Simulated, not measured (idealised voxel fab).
Process module, titled voxel transistor to metal
We display cut, a cross-section 160 nm in width whose square cells are each 5 nm.
Think of the cross-section as a grid of square cells. We describe it in bands, top to bottom, and each band covers one or more rows of those cells.
Heads up on the band format: heights come first, top then bottom, in nm. After that it's the materials left to right, each with its width in nm. A single material flagged "throughout" fills the whole band edge to edge, and "empty" means there's empty space there.
Height datum 0, below which the as-received substrate wafer is one material. Lowest band open at the bottom, running downward: "top 0, no bottom".
The two numbers in a width such as "30 to 40" mark its ends across the band: the first belongs to the top row of cells, the second to the bottom row, and from each row to the next the width moves by the same amount.
For the purposes of this document, the phrase "nothing different" attached to a step denotes that no cell within the cross-section was modified by that step.
Voids not open to the top, 8 cells minimum: see "Voids, sealed". Written width x height at distance; distance is from the left edge; nm.
Formally, on a step line, whatever follows the settings is a remark that the simulator itself makes on the step.
Among the settings permitted on a step's line is "overlay nm"; applied to a step with a mask, it specifies the extent to which the mask lay to the right of its planned position, whereas a negative figure signifies a position to the left.
Pairs, read this way: before one process step on the one hand, after it on the other, the after cross-section ending at the lowest band that changed; the step between, settings included, beneath. Same starting wafer throughout, but possibly different runs of this module, so no pair continues from the pair above unless its entry headed "Pre-processing view" says so.
### Pre-processing view
* top 95, bottom 70 | lowk throughout
* top 70, bottom 65 | SiCN throughout
* top 65, bottom 50 | lowk 40 nm, then Ru 15 nm, then lowk 50 nm, then Ru 15 nm, then lowk 40 nm
* top 50, bottom 45 | lowk 40 nm, then TiN 15 nm, then lowk 50 nm, then TiN 15 nm, then lowk 40 nm
* top 45, bottom 30 | SiO2 40 nm, then TiN 5 nm, then W 5 nm, then TiN 5 nm, then SiO2 50 nm, then TiN 5 nm, then W 5 nm, then TiN 5 nm, then SiO2 40 nm
* top 30, bottom 20 | SiO2 40 nm, then TiN 5 nm, then W 5 nm, then TiN 5 nm, then SiO2 10 nm, then SiN 5 nm, then SiCN 20 nm, then SiN 5 nm, then SiO2 10 nm, then TiN 5 nm, then W 5 nm, then TiN 5 nm, then SiO2 40 nm
* top 20, bottom 5 | SiO2 40 nm, then TiN 5 nm, then W 5 nm, then TiN 5 nm, then SiO2 10 nm, then SiN 5 nm, then polySi 20 nm, then SiN 5 nm, then SiO2 10 nm, then TiN 5 nm, then W 5 nm, then TiN 5 nm, then SiO2 40 nm
* top 5, bottom 0 | SiO2 30 nm, then SiN 5 nm, then SiO2 5 nm, then TiN 5 nm, then W 5 nm, then TiN 5 nm, then SiGe 10 nm, then SiN 5 nm, then polySi 20 nm, then SiN 5 nm, then SiGe 10 nm, then TiN 5 nm, then W 5 nm, then TiN 5 nm, then SiO2 5 nm, then SiN 5 nm, then SiO2 30 nm
* top 0, bottom -5 | SiO2 40 nm, then TiN 15 nm, then SiGe 10 nm, then SiO2 30 nm, then SiGe 10 nm, then TiN 15 nm, then SiO2 40 nm
* top -5, bottom -15 | SiO2 35 nm, then SiGe 30 nm, then Si 30 nm, then SiGe 30 nm, then SiO2 35 nm
* top -15, bottom -35 | SiO2 35 nm, then Si 90 nm, then SiO2 35 nm
* top -35, no bottom | Si throughout
* Voids, sealed: none
### Resultant Cross-Section
* top 120, bottom 70 | lowk throughout
* Under the height 70 nothing was changed.
* Voids, sealed: none
What step was run between the cross-section before it and the cross-section after it, both above? DIRECTIONAL_DEP [material lowk] [thk nm 25]
Pre-processing view: cross-section not repeated; it is the one shown after the step in the pair just above.
### Resultant Cross-Section
* top 120, bottom 105 | lowk 40 nm, then empty 15 nm, then lowk 50 nm, then empty 15 nm, then lowk 40 nm
* Under the height 105 nothing was changed.
* Voids, sealed: none
What step was run between the cross-section before it and the cross-section after it, both above? MASKED_ETCH [tone open] [mask id METAL_2] [width nm 15] [pitch nm 65] [etch materials lowk] [depth nm 15] [overlay nm 0]
Pre-processing view: cross-section not repeated; it is the one shown after the step in the pair just above.
### Resultant Cross-Section
* top 140, bottom 120 | resist 40 nm, then empty 15 nm, then resist 50 nm, then empty 15 nm, then resist 40 nm
* Under the height 120 nothing was changed.
* Voids, sealed: none
What step was run between the cross-section before it and the cross-section after it, both above? PATTERN [tone open] [mask id METAL_2_HOLES] [material resist] [width nm 15] [pitch nm 65] [thk nm 20] [overlay nm 0]
Pre-processing view: cross-section not repeated; it is the one shown after the step in the pair just above.
### Resultant Cross-Section
* top 140, bottom 120 | resist 40 nm, then empty 15 nm, then resist 50 nm, then empty 15 nm, then resist 40 nm
* top 120, bottom 95 | lowk 40 nm, then empty 15 nm, then lowk 50 nm, then empty 15 nm, then lowk 40 nm
* Under the height 95 nothing was changed.
* Voids, sealed: none
What step was run between the cross-section before it and the cross-section after it, both above? DIRECTIONAL_ETCH [etch materials lowk] [depth nm 10]
Pre-processing view: cross-section not repeated; it is the one shown after the step in the pair just above.
### Resultant Cross-Section
* top 120, bottom 95 | lowk 40 nm, then empty 15 nm, then lowk 50 nm, then empty 15 nm, then lowk 40 nm
* Under the height 95 nothing was changed.
* Voids, sealed: none
What step was run between the cross-section before it and the cross-section after it, both above? STRIP [etch materials resist]
Pre-processing view: cross-section not repeated; it is the one shown after the step in the pair just above.
### Resultant Cross-Section
* top 125, bottom 120 | TiN 45 nm, then empty 5 nm, then TiN 60 nm, then empty 5 nm, then TiN 45 nm
* top 120, bottom 100 | lowk 40 nm, then TiN 5 nm, then empty 5 nm, then TiN 5 nm, then lowk 50 nm, then TiN 5 nm, then empty 5 nm, then TiN 5 nm, then lowk 40 nm
* top 100, bottom 95 | lowk 40 nm, then TiN 15 nm, then lowk 50 nm, then TiN 15 nm, then lowk 40 nm
* Under the height 95 nothing was changed.
* Voids, sealed: none
What step was run between the cross-section before it and the cross-section after it, both above? CONFORMAL_DEP [material TiN] [thk nm 5]
Pre-processing view: cross-section not repeated; it is the one shown after the step in the pair just above.
### Resultant Cross-Section
* top 135, bottom 125 | Cu throughout
* top 125, bottom 120 | TiN 45 nm, then Cu 5 nm, then TiN 60 nm, then Cu 5 nm, then TiN 45 nm
* top 120, bottom 100 | lowk 40 nm, then TiN 5 nm, then Cu 5 nm, then TiN 5 nm, then lowk 50 nm, then TiN 5 nm, then Cu 5 nm, then TiN 5 nm, then lowk 40 nm
* Under the height 100 nothing was changed.
* Voids, sealed: none
What step was run between the cross-section before it and the cross-section after it, both above? FILL_DEP [material Cu] [thk nm 10]
Pre-processing view: cross-section not repeated; it is the one shown after the step in the pair just above.
### Resultant Cross-Section
* top 95, bottom 70 | lowk throughout
* Under the height 70 nothing was changed.
* Voids, sealed: none
What step was run between the cross-section before it and the cross-section after it, both above? CMP [height nm 95]
Pre-processing view: cross-section not repeated; it is the one shown after the step in the pair just above.
### Resultant Cross-Section
* top 100, bottom 95 | SiCN throughout
* Under the height 95 nothing was changed.
* Voids, sealed: none
What step was run between the cross-section before it and the cross-section after it, both above? CONFORMAL_DEP [material SiCN] [thk nm 5]
### Pre-processing view
* top 65, bottom 50 | lowk 40 nm, then Ru 15 nm, then lowk 50 nm, then Ru 15 nm, then lowk 40 nm
* top 50, bottom 45 | lowk 40 nm, then TiN 15 nm, then lowk 50 nm, then TiN 15 nm, then lowk 40 nm
* top 45, bottom 30 | SiO2 40 nm, then TiN 5 nm, then W 5 nm, then TiN 5 nm, then SiO2 50 nm, then TiN 5 nm, then W 5 nm, then TiN 5 nm, then SiO2 40 nm
* top 30, bottom 20 | SiO2 40 nm, then TiN 5 nm, then W 5 nm, then TiN 5 nm, then SiO2 10 nm, then SiN 5 nm, then SiCN 20 nm, then SiN 5 nm, then SiO2 10 nm, then TiN 5 nm, then W 5 nm, then TiN 5 nm, then SiO2 40 nm
* top 20, bottom 5 | SiO2 40 nm, then TiN 5 nm, then W 5 nm, then TiN 5 nm, then SiO2 10 nm, then SiN 5 nm, then polySi 20 nm, then SiN 5 nm, then SiO2 10 nm, then TiN 5 nm, then W 5 nm, then TiN 5 nm, then SiO2 40 nm
* top 5, bottom 0 | SiO2 30 nm, then SiN 5 nm, then SiO2 5 nm, then TiN 5 nm, then W 5 nm, then TiN 5 nm, then SiGe 10 nm, then SiN 5 nm, then polySi 20 nm, then SiN 5 nm, then SiGe 10 nm, then TiN 5 nm, then W 5 nm, then TiN 5 nm, then SiO2 5 nm, then SiN 5 nm, then SiO2 30 nm
* top 0, bottom -5 | SiO2 40 nm, then TiN 15 nm, then SiGe 10 nm, then SiO2 30 nm, then SiGe 10 nm, then TiN 15 nm, then SiO2 40 nm
* top -5, bottom -15 | SiO2 35 nm, then SiGe 30 nm, then Si 30 nm, then SiGe 30 nm, then SiO2 35 nm
* top -15, bottom -35 | SiO2 35 nm, then Si 90 nm, then SiO2 35 nm
* top -35, no bottom | Si throughout
* Voids, sealed: none
### Resultant Cross-Section
* top 90, bottom 65 | lowk throughout
* Under the height 65 nothing was changed.
* Voids, sealed: none
What step was run between the cross-section before it and the cross-section after it, both above? DIRECTIONAL_DEP [material lowk] [thk nm 25]
Pre-processing view: cross-section not repeated; it is the one shown after the step in the pair just above.
### Resultant Cross-Section
* top 95, bottom 90 | SiCN throughout
* Under the height 90 nothing was changed.
* Voids, sealed: none
What step was run between the cross-section before it and the cross-section after it, both above? CONFORMAL_DEP [material SiCN] [thk nm 5]
Pre-processing view: cross-section not repeated; it is the one shown after the step in the pair just above.
### Resultant Cross-Section
* top 115, bottom 95 | resist 40 nm, then empty 15 nm, then resist 50 nm, then empty 15 nm, then resist 40 nm
* Under the height 95 nothing was changed.
* Voids, sealed: none
What step was run between the cross-section before it and the cross-section after it, both above? PATTERN [tone open] [mask id METAL_2_HOLES] [material resist] [width nm 15] [pitch nm 65] [thk nm 20] [overlay nm 0]
Pre-processing view: cross-section not repeated; it is the one shown after the step in the pair just above.
### Resultant Cross-Section
* top 115, bottom 95 | resist 40 nm, then empty 15 nm, then resist 50 nm, then empty 15 nm, then resist 40 nm
* top 95, bottom 90 | SiCN 40 nm, then empty 15 nm, then SiCN 50 nm, then empty 15 nm, then SiCN 40 nm
* Under the height 90 nothing was changed.
* Voids, sealed: none
What step was run between the cross-section before it and the cross-section after it, both above? DIRECTIONAL_ETCH [etch materials SiCN] [depth nm 5]
Pre-processing view: cross-section not repeated; it is the one shown after the step in the pair just above.
### Resultant Cross-Section
* top 95, bottom 90 | SiCN 40 nm, then empty 15 nm, then SiCN 50 nm, then empty 15 nm, then SiCN 40 nm
* Under the height 90 nothing was changed.
* Voids, sealed: none
What step was run between the cross-section before it and the cross-section after it, both above? STRIP [etch materials resist]
Pre-processing view: cross-section not repeated; it is the one shown after the step in the pair just above.
### Resultant Cross-Section
* top 100, bottom 95 | TiN 45 nm, then empty 5 nm, then TiN 60 nm, then empty 5 nm, then TiN 45 nm
* top 95, bottom 90 | SiCN 40 nm, then TiN 15 nm, then SiCN 50 nm, then TiN 15 nm, then SiCN 40 nm
* Under the height 90 nothing was changed.
* Voids, sealed: none
What step was run between the cross-section before it and the cross-section after it, both above? CONFORMAL_DEP [material TiN] [thk nm 5]
Pre-processing view: cross-section not repeated; it is the one shown after the step in the pair just above.
### Resultant Cross-Section
* top 110, bottom 100 | Cu throughout
* top 100, bottom 95 | TiN 45 nm, then Cu 5 nm, then TiN 60 nm, then Cu 5 nm, then TiN 45 nm
* Under the height 95 nothing was changed.
* Voids, sealed: none
What step was run between the cross-section before it and the cross-section after it, both above? FILL_DEP [material Cu] [thk nm 10]
Pre-processing view: cross-section not repeated; it is the one shown after the step in the pair just above.
### Resultant Cross-Section
* top 95, bottom 90 | SiCN 40 nm, then TiN 15 nm, then SiCN 50 nm, then TiN 15 nm, then SiCN 40 nm
* Under the height 90 nothing was changed.
* Voids, sealed: none
What step was run between the cross-section before it and the cross-section after it, both above? CMP [height nm 95]
Pre-processing view: cross-section not repeated; it is the one shown after the step in the pair just above.
### Resultant Cross-Section
* top 100, bottom 95 | SiCN throughout
* Under the height 95 nothing was changed.
* Voids, sealed: none
What step was run between the cross-section before it and the cross-section after it, both above? CONFORMAL_DEP [material SiCN] [thk nm 5]
### Pre-processing view
* top 110, bottom 100 | Cu throughout
* top 100, bottom 95 | TiN 45 nm, then Cu 5 nm, then TiN 60 nm, then Cu 5 nm, then TiN 45 nm
* top 95, bottom 70 | lowk 40 nm, then TiN 5 nm, then Cu 5 nm, then TiN 5 nm, then lowk 50 nm, then TiN 5 nm, then Cu 5 nm, then TiN 5 nm, then lowk 40 nm
* top 70, bottom 65 | SiCN 40 nm, then TiN 15 nm, then SiCN 50 nm, then TiN 15 nm, then SiCN 40 nm
* top 65, bottom 50 | lowk 40 nm, then Ru 15 nm, then lowk 50 nm, then Ru 15 nm, then lowk 40 nm
* top 50, bottom 45 | lowk 40 nm, then TiN 15 nm, then lowk 50 nm, then TiN 15 nm, then lowk 40 nm
* top 45, bottom 30 | SiO2 40 nm, then TiN 5 nm, then W 5 nm, then TiN 5 nm, then SiO2 50 nm, then TiN 5 nm, then W 5 nm, then TiN 5 nm, then SiO2 40 nm
* top 30, bottom 20 | SiO2 40 nm, then TiN 5 nm, then W 5 nm, then TiN 5 nm, then SiO2 10 nm, then SiN 5 nm, then SiCN 20 nm, then SiN 5 nm, then SiO2 10 nm, then TiN 5 nm, then W 5 nm, then TiN 5 nm, then SiO2 40 nm
* top 20, bottom 5 | SiO2 40 nm, then TiN 5 nm, then W 5 nm, then TiN 5 nm, then SiO2 10 nm, then SiN 5 nm, then polySi 20 nm, then SiN 5 nm, then SiO2 10 nm, then TiN 5 nm, then W 5 nm, then TiN 5 nm, then SiO2 40 nm
* top 5, bottom 0 | SiO2 30 nm, then SiN 5 nm, then SiO2 5 nm, then TiN 5 nm, then W 5 nm, then TiN 5 nm, then SiGe 10 nm, then SiN 5 nm, then polySi 20 nm, then SiN 5 nm, then SiGe 10 nm, then TiN 5 nm, then W 5 nm, then TiN 5 nm, then SiO2 5 nm, then SiN 5 nm, then SiO2 30 nm
* top 0, bottom -5 | SiO2 40 nm, then TiN 15 nm, then SiGe 10 nm, then SiO2 30 nm, then SiGe 10 nm, then TiN 15 nm, then SiO2 40 nm
* top -5, bottom -15 | SiO2 35 nm, then SiGe 30 nm, then Si 30 nm, then SiGe 30 nm, then SiO2 35 nm
* top -15, bottom -35 | SiO2 35 nm, then Si 90 nm, then SiO2 35 nm
* top -35, no bottom | Si throughout
* Voids, sealed: none
### Resultant Cross-Section
* top 90, bottom 70 | lowk 40 nm, then TiN 5 nm, then Cu 5 nm, then TiN 5 nm, then lowk 50 nm, then TiN 5 nm, then Cu 5 nm, then TiN 5 nm, then lowk 40 nm
* Under the height 70 nothing was changed.
* Voids, sealed: none
What step was run between the cross-section before it and the cross-section after it, both above? CMP [height nm 90]
Pre-processing view: cross-section not repeated; it is the one shown after the step in the pair just above.
### Resultant Cross-Section
* top 95, bottom 90 | SiCN throughout
* Under the height 90 nothing was changed.
* Voids, sealed: none
What step was run between the cross-section before it and the cross-section after it, both above? CONFORMAL_DEP [material SiCN] [thk nm 5]
### Pre-processing view
* top 30, bottom 20 | aC throughout
* top 20, bottom 5 | SiN throughout
* top 5, bottom 0 | SiO2 throughout
* top 0, no bottom | Si throughout
* Voids, sealed: none
### Resultant Cross-Section
* top 60, bottom 30 | empty 40 nm, then resist 85 nm, then empty 35 nm
* Under the height 30 nothing was changed.
* Voids, sealed: none
What step was run between the cross-section before it and the cross-section after it, both above? PATTERN [tone cover] [mask id ACTIVE] [material resist] [width nm 85] [thk nm 30] [overlay nm 0]
Pre-processing view: cross-section not repeated; it is the one shown after the step in the pair just above.
### Resultant Cross-Section
* top 50, bottom 30 | empty 40 nm, then resist 85 nm, then empty 35 nm
* top 30, bottom 20 | empty 40 nm, then aC 85 nm, then empty 35 nm
* Under the height 20 nothing was changed.
* Voids, sealed: none
What step was run between the cross-section before it and the cross-section after it, both above? DIRECTIONAL_ETCH [etch materials aC] [depth nm 10]
Pre-processing view: cross-section not repeated; it is the one shown after the step in the pair just above.
### Resultant Cross-Section
* top 30, bottom 20 | empty 40 nm, then aC 85 nm, then empty 35 nm
* Under the height 20 nothing was changed.
* Voids, sealed: none
What step was run between the cross-section before it and the cross-section after it, both above? STRIP [etch materials resist]
Pre-processing view: cross-section not repeated; it is the one shown after the step in the pair just above.
### Resultant Cross-Section
* top 30, bottom 20 | empty 40 nm, then aC 85 nm, then empty 35 nm
* top 20, bottom 5 | empty 40 nm, then SiN 85 nm, then empty 35 nm
* Under the height 5 nothing was changed.
* Voids, sealed: none
What step was run between the cross-section before it and the cross-section after it, both above? DIRECTIONAL_ETCH [etch materials SiN] [depth nm 15]
Pre-processing view: cross-section not repeated; it is the one shown after the step in the pair just above.
### Resultant Cross-Section
* top 30, bottom 20 | empty 40 nm, then aC 85 nm, then empty 35 nm
* top 20, bottom 5 | empty 40 nm, then SiN 85 nm, then empty 35 nm
* top 5, bottom 0 | empty 40 nm, then SiO2 85 nm, then empty 35 nm
* Under the height 0 nothing was changed.
* Voids, sealed: none
What step was run between the cross-section before it and the cross-section after it, both above? DIRECTIONAL_ETCH [etch materials SiO2] [depth nm 5]
Pre-processing view: cross-section not repeated; it is the one shown after the step in the pair just above.
### Resultant Cross-Section
* top 30, bottom 20 | empty 40 nm, then aC 85 nm, then empty 35 nm
* top 20, bottom 5 | empty 40 nm, then SiN 85 nm, then empty 35 nm
* top 5, bottom 0 | empty 40 nm, then SiO2 85 nm, then empty 35 nm
* top 0, bottom -35 | empty 40 nm, then Si 85 nm, then empty 35 nm
* Under the height -35 nothing was changed.
* Voids, sealed: none
What step was run between the cross-section before it and the cross-section after it, both above? DIRECTIONAL_ETCH [etch materials Si] [depth nm 35]
Pre-processing view: cross-section not repeated; it is the one shown after the step in the pair just above.
### Resultant Cross-Section
* top 20, bottom 5 | empty 40 nm, then SiN 85 nm, then empty 35 nm
* Under the height 5 nothing was changed.
* Voids, sealed: none
What step was run between the cross-section before it and the cross-section after it, both above? STRIP [etch materials aC]
Pre-processing view: cross-section not repeated; it is the one shown after the step in the pair just above.
### Resultant Cross-Section
* top 25, bottom 20 | SiO2 throughout
* top 20, bottom 5 | SiO2 40 nm, then SiN 85 nm, then SiO2 35 nm
* top 5, bottom 0 | SiO2 throughout
* top 0, bottom -35 | SiO2 40 nm, then Si 85 nm, then SiO2 35 nm
* Under the height -35 nothing was changed.
* Voids, sealed: none
What step was run between the cross-section before it and the cross-section after it, both above? FILL_DEP [material SiO2] [thk nm 5]
Pre-processing view: cross-section not repeated; it is the one shown after the step in the pair just above.
### Resultant Cross-Section
* top 20, bottom 5 | SiO2 40 nm, then SiN 85 nm, then SiO2 35 nm
* Under the height 5 nothing was changed.
* Voids, sealed: none
What step was run between the cross-section before it and the cross-section after it, both above? CMP [height nm 20]
Pre-processing view: cross-section not repeated; it is the one shown after the step in the pair just above.
### Resultant Cross-Section
* top 20, bottom 10 | empty 40 nm, then SiN 85 nm, then empty 35 nm
* Under the height 10 nothing was changed.
* Voids, sealed: none
What step was run between the cross-section before it and the cross-section after it, both above? SELECTIVE_ETCH [etch materials SiO2] [depth nm 10]
Pre-processing view: cross-section not repeated; it is the one shown after the step in the pair just above.
### Resultant Cross-Section
* top 10, bottom 5 | SiO2 40 nm, then empty 85 nm, then SiO2 35 nm
* Under the height 5 nothing was changed.
* Voids, sealed: none
What step was run between the cross-section before it and the cross-section after it, both above? STRIP [etch materials SiN]
Pre-processing view: cross-section not repeated; it is the one shown after the step in the pair just above.
### Resultant Cross-Section
* top 5, bottom 0 | SiO2 35 nm, then empty 95 nm, then SiO2 30 nm
* Under the height 0 nothing was changed.
* Voids, sealed: none
What step was run between the cross-section before it and the cross-section after it, both above? SELECTIVE_ETCH [etch materials SiO2] [depth nm 5]
Pre-processing view: cross-section not repeated; it is the one shown after the step in the pair just above.
### Resultant Cross-Section
* top 5, bottom 0 | SiO2 35 nm, then empty 95 nm, then SiO2 30 nm
* top 0, bottom -5 | SiO2 throughout
* Under the height -5 nothing was changed.
* Voids, sealed: none
What step was run between the cross-section before it and the cross-section after it, both above? OXIDIZE [depth nm 5]
Pre-processing view: cross-section not repeated; it is the one shown after the step in the pair just above.
### Resultant Cross-Section
* top 25, bottom 20 | polySi 35 nm, then empty 95 nm, then polySi 30 nm
* top 20, bottom 5 | polySi throughout
* top 5, bottom 0 | SiO2 35 nm, then polySi 95 nm, then SiO2 30 nm
* Under the height 0 nothing was changed.
* Voids, sealed: none
What step was run between the cross-section before it and the cross-section after it, both above? DIRECTIONAL_DEP [material polySi] [thk nm 20]
Pre-processing view: cross-section not repeated; it is the one shown after the step in the pair just above.
### Resultant Cross-Section
* top 35, bottom 30 | SiCN 35 nm, then empty 95 nm, then SiCN 30 nm
* top 30, bottom 25 | SiCN throughout
* top 25, bottom 20 | polySi 35 nm, then SiCN 95 nm, then polySi 30 nm
* Under the height 20 nothing was changed.
* Voids, sealed: none
What step was run between the cross-section before it and the cross-section after it, both above? DIRECTIONAL_DEP [material SiCN] [thk nm 10]
Pre-processing view: cross-section not repeated; it is the one shown after the step in the pair just above.
### Resultant Cross-Section
* top 55, bottom 35 | empty 70 nm, then resist 20 nm, then empty 70 nm
* top 35, bottom 30 | SiCN 35 nm, then empty 35 nm, then resist 20 nm, then empty 40 nm, then SiCN 30 nm
* Under the height 30 nothing was changed.
* Voids, sealed: none
What step was run between the cross-section before it and the cross-section after it, both above? PATTERN [tone cover] [mask id GATE] [material resist] [width nm 20] [thk nm 20] [overlay nm 0]
Pre-processing view: cross-section not repeated; it is the one shown after the step in the pair just above.
### Resultant Cross-Section
* top 55, bottom 30 | empty 70 nm, then resist 20 nm, then empty 70 nm
* top 30, bottom 25 | empty 70 nm, then SiCN 20 nm, then empty 70 nm
* top 25, bottom 20 | polySi 35 nm, then empty 35 nm, then SiCN 20 nm, then empty 40 nm, then polySi 30 nm
* Under the height 20 nothing was changed.
* Voids, sealed: none
What step was run between the cross-section before it and the cross-section after it, both above? DIRECTIONAL_ETCH [etch materials SiCN] [depth nm 20]
Pre-processing view: cross-section not repeated; it is the one shown after the step in the pair just above.
### Resultant Cross-Section
* top 55, bottom 30 | empty 70 nm, then resist 20 nm, then empty 70 nm
* top 30, bottom 20 | empty 70 nm, then SiCN 20 nm, then empty 70 nm
* top 20, bottom 5 | empty 70 nm, then polySi 20 nm, then empty 70 nm
* top 5, bottom 0 | SiO2 35 nm, then empty 35 nm, then polySi 20 nm, then empty 40 nm, then SiO2 30 nm
* Under the height 0 nothing was changed.
* Voids, sealed: none
What step was run between the cross-section before it and the cross-section after it, both above? DIRECTIONAL_ETCH [etch materials polySi] [depth nm 30]
Pre-processing view: cross-section not repeated; it is the one shown after the step in the pair just above.
### Resultant Cross-Section
* top 30, bottom 20 | empty 70 nm, then SiCN 20 nm, then empty 70 nm
* Under the height 20 nothing was changed.
* Voids, sealed: none
What step was run between the cross-section before it and the cross-section after it, both above? STRIP [etch materials resist]
Pre-processing view: cross-section not repeated; it is the one shown after the step in the pair just above.
### Resultant Cross-Section
* top 35, bottom 30 | empty 65 nm, then SiN 30 nm, then empty 65 nm
* top 30, bottom 20 | empty 65 nm, then SiN 5 nm, then SiCN 20 nm, then SiN 5 nm, then empty 65 nm
* top 20, bottom 10 | empty 65 nm, then SiN 5 nm, then polySi 20 nm, then SiN 5 nm, then empty 65 nm
* top 10, bottom 5 | SiN 40 nm, then empty 25 nm, then SiN 5 nm, then polySi 20 nm, then SiN 5 nm, then empty 30 nm, then SiN 35 nm
* top 5, bottom 0 | SiO2 35 nm, then SiN 35 nm, then polySi 20 nm, then SiN 40 nm, then SiO2 30 nm
* Under the height 0 nothing was changed.
* Voids, sealed: none
What step was run between the cross-section before it and the cross-section after it, both above? CONFORMAL_DEP [material SiN] [thk nm 5]
Pre-processing view: cross-section not repeated; it is the one shown after the step in the pair just above.
### Resultant Cross-Section
* top 30, bottom 20 | empty 65 nm, then SiN 5 nm, then SiCN 20 nm, then SiN 5 nm, then empty 65 nm
* top 20, bottom 5 | empty 65 nm, then SiN 5 nm, then polySi 20 nm, then SiN 5 nm, then empty 65 nm
* top 5, bottom 0 | SiO2 35 nm, then SiN 5 nm, then empty 25 nm, then SiN 5 nm, then polySi 20 nm, then SiN 5 nm, then empty 30 nm, then SiN 5 nm, then SiO2 30 nm
* Under the height 0 nothing was changed.
* Voids, sealed: none
What step was run between the cross-section before it and the cross-section after it, both above? DIRECTIONAL_ETCH [etch materials SiN] [depth nm 5]
Pre-processing view: cross-section not repeated; it is the one shown after the step in the pair just above.
### Resultant Cross-Section
* top 30, bottom 20 | empty 65 nm, then SiN 5 nm, then SiCN 20 nm, then SiN 5 nm, then empty 65 nm
* top 20, bottom 5 | empty 65 nm, then SiN 5 nm, then polySi 20 nm, then SiN 5 nm, then empty 65 nm
* top 5, bottom 0 | empty 35 nm, then SiN 5 nm, then empty 25 nm, then SiN 5 nm, then polySi 20 nm, then SiN 5 nm, then empty 30 nm, then SiN 5 nm, then empty 30 nm
* top 0, bottom -5 | SiO2 40 nm, then empty 25 nm, then SiO2 30 nm, then empty 30 nm, then SiO2 35 nm
* Under the height -5 nothing was changed.
* Voids, sealed: none
What step was run between the cross-section before it and the cross-section after it, both above? DIRECTIONAL_ETCH [etch materials SiO2] [depth nm 5]
Pre-processing view: cross-section not repeated; it is the one shown after the step in the pair just above.
### Resultant Cross-Section
* top 30, bottom 20 | empty 65 nm, then SiN 5 nm, then SiCN 20 nm, then SiN 5 nm, then empty 65 nm
* top 20, bottom 5 | empty 65 nm, then SiN 5 nm, then polySi 20 nm, then SiN 5 nm, then empty 65 nm
* top 5, bottom 0 | empty 35 nm, then SiN 5 nm, then empty 25 nm, then SiN 5 nm, then polySi 20 nm, then SiN 5 nm, then empty 30 nm, then SiN 5 nm, then empty 30 nm
* top 0, bottom -5 | SiO2 40 nm, then empty 25 nm, then SiO2 30 nm, then empty 30 nm, then SiO2 35 nm
* top -5, bottom -15 | SiO2 40 nm, then empty 25 nm, then Si 30 nm, then empty 30 nm, then SiO2 35 nm
* Under the height -15 nothing was changed.
* Voids, sealed: none
What step was run between the cross-section before it and the cross-section after it, both above? DIRECTIONAL_ETCH [etch materials Si] [depth nm 10]
Pre-processing view: cross-section not repeated; it is the one shown after the step in the pair just above.
### Resultant Cross-Section
* top 30, bottom 20 | empty 65 nm, then SiN 5 nm, then SiCN 20 nm, then SiN 5 nm, then empty 65 nm
* top 20, bottom 5 | empty 65 nm, then SiN 5 nm, then polySi 20 nm, then SiN 5 nm, then empty 65 nm
* top 5, bottom 0 | empty 35 nm, then SiN 5 nm, then empty 15 nm, then SiGe 10 nm, then SiN 5 nm, then polySi 20 nm, then SiN 5 nm, then SiGe 10 nm, then empty 20 nm, then SiN 5 nm, then empty 30 nm
* top 0, bottom -5 | SiO2 40 nm, then empty 15 nm, then SiGe 10 nm, then SiO2 30 nm, then SiGe 10 nm, then empty 20 nm, then SiO2 35 nm
* top -5, bottom -15 | SiO2 40 nm, then SiGe 25 nm, then Si 30 nm, then SiGe 30 nm, then SiO2 35 nm
* Under the height -15 nothing was changed.
* Voids, sealed: none
What step was run between the cross-section before it and the cross-section after it, both above? EPI [material SiGe] [thk nm 10]
Pre-processing view: cross-section not repeated; it is the one shown after the step in the pair just above.
### Resultant Cross-Section
* top 40, bottom 30 | SiO2 throughout
* top 30, bottom 20 | SiO2 65 nm, then SiN 5 nm, then SiCN 20 nm, then SiN 5 nm, then SiO2 65 nm
* top 20, bottom 5 | SiO2 65 nm, then SiN 5 nm, then polySi 20 nm, then SiN 5 nm, then SiO2 65 nm
* top 5, bottom 0 | SiO2 35 nm, then SiN 5 nm, then SiO2 15 nm, then SiGe 10 nm, then SiN 5 nm, then polySi 20 nm, then SiN 5 nm, then SiGe 10 nm, then SiO2 20 nm, then SiN 5 nm, then SiO2 30 nm
* top 0, bottom -5 | SiO2 55 nm, then SiGe 10 nm, then SiO2 30 nm, then SiGe 10 nm, then SiO2 55 nm
* Under the height -5 nothing was changed.
* Voids, sealed: none
What step was run between the cross-section before it and the cross-section after it, both above? FILL_DEP [material SiO2] [thk nm 10]
Pre-processing view: cross-section not repeated; it is the one shown after the step in the pair just above.
### Resultant Cross-Section
* top 30, bottom 20 | SiO2 65 nm, then SiN 5 nm, then SiCN 20 nm, then SiN 5 nm, then SiO2 65 nm
* Under the height 20 nothing was changed.
* Voids, sealed: none
What step was run between the cross-section before it and the cross-section after it, both above? CMP [height nm 30]
Pre-processing view: cross-section not repeated; it is the one shown after the step in the pair just above.
### Resultant Cross-Section
* top 45, bottom 30 | SiO2 throughout
* Under the height 30 nothing was changed.
* Voids, sealed: none
What step was run between the cross-section before it and the cross-section after it, both above? DIRECTIONAL_DEP [material SiO2] [thk nm 15]
Pre-processing view: cross-section not repeated; it is the one shown after the step in the pair just above.
### Resultant Cross-Section
* top 45, bottom 30 | SiO2 40 nm, then empty 15 nm, then SiO2 50 nm, then empty 15 nm, then SiO2 40 nm
* top 30, bottom 20 | SiO2 40 nm, then empty 15 nm, then SiO2 10 nm, then SiN 5 nm, then SiCN 20 nm, then SiN 5 nm, then SiO2 10 nm, then empty 15 nm, then SiO2 40 nm
* top 20, bottom 5 | SiO2 40 nm, then empty 15 nm, then SiO2 10 nm, then SiN 5 nm, then polySi 20 nm, then SiN 5 nm, then SiO2 10 nm, then empty 15 nm, then SiO2 40 nm
* top 5, bottom 0 | SiO2 35 nm, then SiN 5 nm, then empty 15 nm, then SiGe 10 nm, then SiN 5 nm, then polySi 20 nm, then SiN 5 nm, then SiGe 10 nm, then empty 15 nm, then SiO2 5 nm, then SiN 5 nm, then SiO2 30 nm
* top 0, bottom -5 | SiO2 40 nm, then empty 15 nm, then SiGe 10 nm, then SiO2 30 nm, then SiGe 10 nm, then empty 15 nm, then SiO2 40 nm
* Under the height -5 nothing was changed.
* Voids, sealed: none
What step was run between the cross-section before it and the cross-section after it, both above? MASKED_ETCH [tone open] [mask id CONTACT] [width nm 15] [pitch nm 65] [etch materials SiO2] [depth nm 50] [overlay nm 0]
